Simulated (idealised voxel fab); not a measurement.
This section sets out a process module, namely voxel capacitor over wiring.
FYI the section here is cut, 155 nm wide, cells are 5 nm squares.
Square cells in a grid make up a cross-section in this document, and the grid is given as bands, listed from the top down, each one or more rows of cells. First you get the band's top height and its bottom height, in nm, and then the materials it's made of, left to right, with each width in nm. If you see a single material with "edge to edge", that one covers the band edge to edge. "empty" is empty space. Counting heights begins at 0, where everything beneath is, in the wafer as received, one material. The lowest band has no bottom; it goes on downwards, as "top 0, no bottom" shows. When a width is written as two numbers, as in "30..40", the first number is the width in the top row of cells of the band and the second is the width in its bottom row, and the width changes by the same amount from each row to the next. Step note "no modifications" = no cross-section cell changed. This entry, "Cavities, closed", enumerates those empty regions of no fewer than 8 cells that possess no open connection to the top. Each region is reported in the form width x height at distance, the distance being taken from the left edge, with all three quantities expressed in nm. What comes after the settings on a step's line is commentary from the simulator itself on that step. The setting "overlay nm" may be written on the line of a step. When the step uses a mask, the value reports how far to the right of the planned place the mask lay, and a negative value reports that it lay to the left.
## This section lists the process steps that were planned
1. RECEIVE (material Si)
2. CONFORMAL_DEP (material SiO2; thk nm 10)
3. CONFORMAL_DEP (material SiCN; thk nm 5)
4. DIRECTIONAL_DEP (material SiO2; thk nm 20)
5. DIRECTIONAL_DEP (material aC; thk nm 15)
6. PATTERN (tone open; mask id METAL_1; material resist; width nm 30; pitch nm 90; thk nm 35; overlay nm 0)
7. DIRECTIONAL_ETCH (etch materials aC; depth nm 15)
8. STRIP (etch materials resist)
9. DIRECTIONAL_ETCH (etch materials SiO2; depth nm 20)
10. DIRECTIONAL_ETCH (etch materials SiCN; depth nm 5)
11. STRIP (etch materials aC)
12. CONFORMAL_DEP (material TiN; thk nm 5)
13. FILL_DEP (material Ru; thk nm 10)
14. CMP (height nm 35)
15. CONFORMAL_DEP (material SiCN; thk nm 5)
16. DIRECTIONAL_DEP (material SiO2; thk nm 20)
17. PATTERN (tone open; mask id PLUG_1; material resist; width nm 15; thk nm 20; overlay nm 0)
18. DIRECTIONAL_ETCH (etch materials SiO2; depth nm 20)
19. DIRECTIONAL_ETCH (etch materials SiCN; depth nm 5)
20. STRIP (etch materials resist)
21. EPI (material Ru; thk nm 10)
22. EPI (material Ru; thk nm 10)
23. EPI (material Ru; thk nm 5)
24. DIRECTIONAL_DEP (material TiN; thk nm 10)
25. DIRECTIONAL_DEP (material Al2O3; thk nm 5)
26. DIRECTIONAL_DEP (material TiN; thk nm 10)
27. DIRECTIONAL_DEP (material aC; thk nm 15)
28. PATTERN (tone cover; mask id UPPER_PLATE; material resist; width nm 65; thk nm 30; overlay nm 0)
29. DIRECTIONAL_ETCH (etch materials aC; depth nm 15)
30. STRIP (etch materials resist)
31. DIRECTIONAL_ETCH (etch materials TiN; depth nm 10)
32. DIRECTIONAL_ETCH (etch materials Al2O3; depth nm 5)
33. STRIP (etch materials aC)
34. DIRECTIONAL_DEP (material aC; thk nm 10)
35. PATTERN (tone cover; mask id LOWER_PLATE; material resist; width nm 75; thk nm 30; overlay nm 0)
36. DIRECTIONAL_ETCH (etch materials aC; depth nm 10)
37. STRIP (etch materials resist)
38. DIRECTIONAL_ETCH (etch materials TiN; depth nm 10)
39. STRIP (etch materials aC)
40. FILL_DEP (material SiO2; thk nm 15)
41. CMP (height nm 95)
42. DIRECTIONAL_DEP (material aC; thk nm 15)
43. PATTERN (tone open; mask id PLUG_2; material resist; width nm 15; thk nm 35; overlay nm 0)
44. DIRECTIONAL_ETCH (etch materials aC; depth nm 15)
45. STRIP (etch materials resist)
46. DIRECTIONAL_ETCH (etch materials SiO2; depth nm 10)
47. STRIP (etch materials aC)
48. CONFORMAL_DEP (material TiN; thk nm 5)
49. FILL_DEP (material Ru; thk nm 10)
50. CMP (height nm 95)
51. CONFORMAL_DEP (material SiN; thk nm 5)
## Shown in cross-section is the wafer as received, that is, as it stands after step 1
> top 0, no bottom = Si edge to edge
> Cavities, closed: none
## Cross-sectional image of the first of two wafers at the end of the module, the run having proceeded as planned
> top 100, bottom 95 = SiN edge to edge
> top 95, bottom 90 = 40 of SiO2 / 5 of TiN / 5 of Ru / 5 of TiN / 100 of SiO2
> top 90, bottom 85 = 40 of SiO2 / 15 of TiN / 100 of SiO2
> top 85, bottom 75 = 30 of SiO2 / 65 of TiN / 60 of SiO2
> top 75, bottom 70 = 30 of SiO2 / 65 of Al2O3 / 60 of SiO2
> top 70, bottom 60 = 25 of SiO2 / 75 of TiN / 55 of SiO2
> top 60, bottom 40 = 30 of SiO2 / 15 of Ru / 110 of SiO2
> top 40, bottom 35 = 30 of SiCN / 15 of Ru / 110 of SiCN
> top 35, bottom 15 = 15 of SiO2 / 5 of TiN / 20 of Ru / 5 of TiN / 60 of SiO2 / 5 of TiN / 20 of Ru / 5 of TiN / 20 of SiO2
> top 15, bottom 10 = 15 of SiCN / 30 of TiN / 60 of SiCN / 30 of TiN / 20 of SiCN
> top 10, bottom 0 = SiO2 edge to edge
> top 0, no bottom = Si edge to edge
> Cavities, closed: none
## Here is the second of the two wafers cut open at the end of the module - same start, same plan as the first one, but we made one mistake running it
> top 100, bottom 95 = SiN edge to edge
> top 95, bottom 90 = 40 of SiO2 / 5 of TiN / 5 of Ru / 5 of TiN / 100 of SiO2
> top 90, bottom 85 = 40 of SiO2 / 15 of TiN / 100 of SiO2
> top 85, bottom 75 = 45 of SiO2 / 50 of TiN / 60 of SiO2
> top 75, bottom 70 = 30 of SiO2 / 15 of TiN / 50 of Al2O3 / 60 of SiO2
> top 70, bottom 65 = 25 of SiO2 / 75 of TiN / 55 of SiO2
> top 65, bottom 60 = 25 of SiO2 / 5 of TiN / 15 of Al2O3 / 55 of TiN / 55 of SiO2
> top 60, bottom 50 = 30 of SiO2 / 15 of TiN / 110 of SiO2
> top 50, bottom 40 = 30 of SiO2 / 15 of Ru / 110 of SiO2
> top 40, bottom 35 = 30 of SiCN / 15 of Ru / 110 of SiCN
> top 35, bottom 15 = 15 of SiO2 / 5 of TiN / 20 of Ru / 5 of TiN / 60 of SiO2 / 5 of TiN / 20 of Ru / 5 of TiN / 20 of SiO2
> top 15, bottom 10 = 15 of SiCN / 30 of TiN / 60 of SiCN / 30 of TiN / 20 of SiCN
> top 10, bottom 0 = SiO2 edge to edge
> top 0, no bottom = Si edge to edge
> Cavities, closed: none
Which mistake was made when the wafer was run? one of the identical steps 21 and 22 is absent from the process, and it is not possible to establish which
The closing comparison, in cells, has the second wafer with more or fewer of some materials than the first: Ru: 6 fewer | SiO2: 6 more
